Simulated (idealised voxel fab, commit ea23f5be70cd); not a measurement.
The process module that follows is named voxel gate over fins.
cross-section cut | 245 nm wide | cells 5 nm
A cross-section is written here as square cells arranged in a grid, and it is given in bands from the top down, each band taking up one or more rows of cells.
Read a band's entry like this: the first values are the height of its top and the height of its bottom in nm, and what follows is the sequence of materials from left to right, each with its width in nm. Note that "air" is empty space, and that a single material marked "full width" reaches across the band from edge to edge.
Height datum 0, below which the as-received substrate wafer is one material. Lowest band open at the bottom, running downward: "0 -> down".
Think of "30->40" as a width that walks from the first number to the second as you go down the band, top row to bottom row, taking equal-sized steps from row to row.
It should be understood that the words "no modifications", when stated for a given step, signify that the cross-section underwent no change in any of its cells during that step.
Closed empty spaces (no open way to the top) of 8 cells or more are what "Sealed internal voids" lists, each as width x height at distance from the left edge, nm for all three.
If you see something after the settings on a step's line, that's the simulator's own remark about that step.
When a step includes a mask, the "overlay nm" setting on its line states how far to the right of its planned place that mask lay, and negative values state how far to the left.

### The steps planned for the process are as follows
| 1 | op RECEIVE | material Si |
| 2 | op CONFORMAL_DEP | material SiN | thk nm 10 |
| 3 | op DIRECTIONAL_DEP | material aC | thk nm 10 |
| 4 | op PATTERN | tone cover | mask id FINS | material resist | width nm 15 | pitch nm 45 | thk nm 30 | overlay nm 0 |
| 5 | op DIRECTIONAL_ETCH | etch materials aC | depth nm 10 |
| 6 | op STRIP | etch materials resist |
| 7 | op DIRECTIONAL_ETCH | etch materials SiN | depth nm 10 |
| 8 | op DIRECTIONAL_ETCH | etch materials Si | depth nm 30 |
| 9 | op STRIP | etch materials aC |
| 10 | op FILL_DEP | material SiO2 | thk nm 10 |
| 11 | op CMP | height nm 10 |
| 12 | op SELECTIVE_ETCH | etch materials SiO2 | depth nm 20 |
| 13 | op STRIP | etch materials SiN |
| 14 | op CONFORMAL_DEP | material HfO2 | thk nm 5 |
| 15 | op CONFORMAL_DEP | material TiN | thk nm 5 |
| 16 | op FILL_DEP | material W | thk nm 10 |
| 17 | op CMP | height nm 15 |
| 18 | op CONFORMAL_DEP | material SiCN | thk nm 5 |

### The first of a set of two wafers, run to plan

### So this is the incoming wafer in cross-section - it's already been through step 1
    0 -> down = Si full width
    Sealed internal voids: none

### Wafer after step 2 (cross-section)
    10 -> 0 = SiN full width
    Below 0 it's all the same as before, nothing changed down there.

### Wafer after step 3 (cross-section)
    20 -> 10 = aC full width
    Below 10 it's all the same as before, nothing changed down there.

### Wafer after step 4 (cross-section)
    50 -> 20 = air (90)  resist (15)  air (30)  resist (15)  air (95)
    Below 20 it's all the same as before, nothing changed down there.

### Wafer after step 5 (cross-section)
    40 -> 20 = air (90)  resist (15)  air (30)  resist (15)  air (95)
    20 -> 10 = air (90)  aC (15)  air (30)  aC (15)  air (95)
    Below 10 it's all the same as before, nothing changed down there.

### Wafer after step 6 (cross-section)
    20 -> 10 = air (90)  aC (15)  air (30)  aC (15)  air (95)
    Below 10 it's all the same as before, nothing changed down there.

### Wafer after step 7 (cross-section)
    20 -> 10 = air (90)  aC (15)  air (30)  aC (15)  air (95)
    10 -> 0 = air (90)  SiN (15)  air (30)  SiN (15)  air (95)
    Below 0 it's all the same as before, nothing changed down there.

### Wafer after step 8 (cross-section)
    20 -> 10 = air (90)  aC (15)  air (30)  aC (15)  air (95)
    10 -> 0 = air (90)  SiN (15)  air (30)  SiN (15)  air (95)
    0 -> -30 = air (90)  Si (15)  air (30)  Si (15)  air (95)
    Below -30 it's all the same as before, nothing changed down there.

### Wafer after step 9 (cross-section)
    10 -> 0 = air (90)  SiN (15)  air (30)  SiN (15)  air (95)
    Below 0 it's all the same as before, nothing changed down there.

### Wafer after step 10 (cross-section)
    20 -> 10 = SiO2 full width
    10 -> 0 = SiO2 (90)  SiN (15)  SiO2 (30)  SiN (15)  SiO2 (95)
    0 -> -30 = SiO2 (90)  Si (15)  SiO2 (30)  Si (15)  SiO2 (95)
    Below -30 it's all the same as before, nothing changed down there.

### Wafer after step 11 (cross-section)
    10 -> 0 = SiO2 (90)  SiN (15)  SiO2 (30)  SiN (15)  SiO2 (95)
    Below 0 it's all the same as before, nothing changed down there.

### Wafer after step 12 (cross-section)
    10 -> 0 = air (90)  SiN (15)  air (30)  SiN (15)  air (95)
    0 -> -10 = air (90)  Si (15)  air (30)  Si (15)  air (95)
    Below -10 it's all the same as before, nothing changed down there.

### Wafer after step 13 (cross-section)
    0 -> -10 = air (90)  Si (15)  air (30)  Si (15)  air (95)
    Below -10 it's all the same as before, nothing changed down there.

### Wafer after step 14 (cross-section)
    5 -> 0 = air (85)  HfO2 (25)  air (20)  HfO2 (25)  air (90)
    0 -> -5 = air (85)  HfO2 (5)  Si (15)  HfO2 (5)  air (20)  HfO2 (5)  Si (15)  HfO2 (5)  air (90)
    -5 -> -10 = HfO2 (90)  Si (15)  HfO2 (30)  Si (15)  HfO2 (95)
    Below -10 it's all the same as before, nothing changed down there.

### Wafer after step 15 (cross-section)
    10 -> 5 = air (80)  TiN (35)  air (10)  TiN (35)  air (85)
    5 -> 0 = air (80)  TiN (5)  HfO2 (25)  TiN (5)  air (10)  TiN (5)  HfO2 (25)  TiN (5)  air (85)
    0 -> -5 = TiN (85)  HfO2 (5)  Si (15)  HfO2 (5)  TiN (20)  HfO2 (5)  Si (15)  HfO2 (5)  TiN (90)
    Below -5 it's all the same as before, nothing changed down there.

### Wafer after step 16 (cross-section)
    20 -> 10 = W full width
    10 -> 5 = W (80)  TiN (35)  W (10)  TiN (35)  W (85)
    5 -> 0 = W (80)  TiN (5)  HfO2 (25)  TiN (5)  W (10)  TiN (5)  HfO2 (25)  TiN (5)  W (85)
    Below 0 it's all the same as before, nothing changed down there.

### Wafer after step 17 (cross-section)
    15 -> 10 = W full width
    Below 10 it's all the same as before, nothing changed down there.

### Wafer after step 18 (cross-section)
    20 -> 15 = SiCN full width
    Below 15 it's all the same as before, nothing changed down there.

### Wafer two. Identical start, identical plan. One mistake in execution. Identical history through step 11

### Planned end of step 12: second wafer, cross-section
    10 -> 0 = SiO2 (90)  air (15)  SiO2 (30)  air (15)  SiO2 (95)
    Below 0 it's all the same as before, nothing changed down there.

### Planned end of step 13: second wafer, cross-section
    0 -> -10 = air (90)  Si (15)  air (30)  Si (15)  air (95)
    -10 -> -20 = SiO2 (70)  air (20)  Si (15)  air (30)  Si (15)  air (20)  SiO2 (75)
    Below -20 it's all the same as before, nothing changed down there.

### Planned end of step 14: second wafer, cross-section
    5 -> 0 = air (85)  HfO2 (25)  air (20)  HfO2 (25)  air (90)
    0 -> -5 = air (85)  HfO2 (5)  Si (15)  HfO2 (5)  air (20)  HfO2 (5)  Si (15)  HfO2 (5)  air (90)
    -5 -> -10 = HfO2 (75)  air (10)  HfO2 (5)  Si (15)  HfO2 (5)  air (20)  HfO2 (5)  Si (15)  HfO2 (5)  air (10)  HfO2 (80)
    -10 -> -15 = SiO2 (70)  HfO2 (5)  air (10)  HfO2 (5)  Si (15)  HfO2 (5)  air (20)  HfO2 (5)  Si (15)  HfO2 (5)  air (10)  HfO2 (5)  SiO2 (75)
    -15 -> -20 = SiO2 (70)  HfO2 (20)  Si (15)  HfO2 (30)  Si (15)  HfO2 (20)  SiO2 (75)
    Below -20 it's all the same as before, nothing changed down there.

### Planned end of step 15: second wafer, cross-section
    10 -> 5 = air (80)  TiN (35)  air (10)  TiN (35)  air (85)
    5 -> 0 = air (80)  TiN (5)  HfO2 (25)  TiN (5)  air (10)  TiN (5)  HfO2 (25)  TiN (5)  air (85)
    0 -> -5 = TiN (85)  HfO2 (5)  Si (15)  HfO2 (5)  TiN (5)  air (10)  TiN (5)  HfO2 (5)  Si (15)  HfO2 (5)  TiN (90)
    -5 -> -10 = HfO2 (75)  TiN (10)  HfO2 (5)  Si (15)  HfO2 (5)  TiN (5)  air (10)  TiN (5)  HfO2 (5)  Si (15)  HfO2 (5)  TiN (10)  HfO2 (80)
    -10 -> -15 = SiO2 (70)  HfO2 (5)  TiN (10)  HfO2 (5)  Si (15)  HfO2 (5)  TiN (20)  HfO2 (5)  Si (15)  HfO2 (5)  TiN (10)  HfO2 (5)  SiO2 (75)
    Below -15 it's all the same as before, nothing changed down there.

### Planned end of step 16: second wafer, cross-section
    20 -> 10 = W full width
    10 -> 5 = W (80)  TiN (35)  W (10)  TiN (35)  W (85)
    5 -> 0 = W (80)  TiN (5)  HfO2 (25)  TiN (5)  W (10)  TiN (5)  HfO2 (25)  TiN (5)  W (85)
    0 -> -5 = TiN (85)  HfO2 (5)  Si (15)  HfO2 (5)  TiN (5)  W (10)  TiN (5)  HfO2 (5)  Si (15)  HfO2 (5)  TiN (90)
    -5 -> -10 = HfO2 (75)  TiN (10)  HfO2 (5)  Si (15)  HfO2 (5)  TiN (5)  W (10)  TiN (5)  HfO2 (5)  Si (15)  HfO2 (5)  TiN (10)  HfO2 (80)
    Below -10 it's all the same as before, nothing changed down there.

### Planned end of step 17: second wafer, cross-section
    15 -> 10 = W full width
    Below 10 it's all the same as before, nothing changed down there.

### Planned end of step 18: second wafer, cross-section
    20 -> 15 = SiCN full width
    Below 15 it's all the same as before, nothing changed down there.
Error vs. plan: steps 12 and 13 swapped
Final wafer comparison in cells, second versus first, more or fewer per material: HfO2: 12 more, SiO2: 28 fewer, TiN: 12 more, W: 4 more
